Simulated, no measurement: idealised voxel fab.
process module | voxel plated lines
cross-section cut | 240 nm wide | cells 5 nm
A cross-section is a grid of square cells, given in bands from the top down. A band is one or more rows of cells.
Each band's line starts with the height of the band's top and of its bottom, in nm. Then come its materials from left to right, each with its width in nm. One material with "throughout" fills the band from edge to edge. "air" is empty space.
Height 0 is the level under which the wafer as received is all one material. The lowest band goes on downwards, as in "0 down".
A width such as "30 to 40" changes by the same amount from each row of cells to the next, from the band's top row to its bottom row.
"no change" after a step means that no cell of the cross-section changed.
closed voids: empty space of 8 cells or more with no open way to the top, each as width x height at its distance from the left edge, in nm
after a step's settings: what the simulator itself notes on the step
overlay nm, on a step with a mask: how far to the right of its planned place the mask lay; to the left if negative
plan
1 op RECEIVE | material Si
2 op CONFORMAL_DEP | material Al2O3 | thk nm 5
3 op DIRECTIONAL_DEP | material TiN | thk nm 5
4 op PATTERN | tone open | mask id LINES | material resist | width nm 20 | pitch nm 50 | thk nm 40 | overlay nm 0
5 op EPI | material Ru | thk nm 10
6 op EPI | material Ru | thk nm 10
7 op EPI | material Ru | thk nm 5
8 op STRIP | etch materials resist
9 op DIRECTIONAL_ETCH | etch materials TiN | depth nm 5
10 op CONFORMAL_DEP | material SiO2 | thk nm 10
as received, after step 1
  0 down: Si throughout
  closed voids: none
a wafer at the end: this start, this plan, one mistake
  45 to 35: air 20 | SiO2 200 | air 20
  35 to 25: air 20 | SiO2 10 | Ru 30 | SiO2 20 | Ru 30 | SiO2 20 | Ru 30 | SiO2 20 | Ru 30 | SiO2 10 | air 20
  25 to 15: SiO2 30 | Ru 30 | SiO2 20 | Ru 30 | SiO2 20 | Ru 30 | SiO2 20 | Ru 30 | SiO2 30
  15 to 10: Ru throughout
  10 to 5: TiN throughout
  5 to 0: Al2O3 throughout
  0 down: Si throughout
  closed voids: none
what went wrong: steps 7 and 8 were swapped
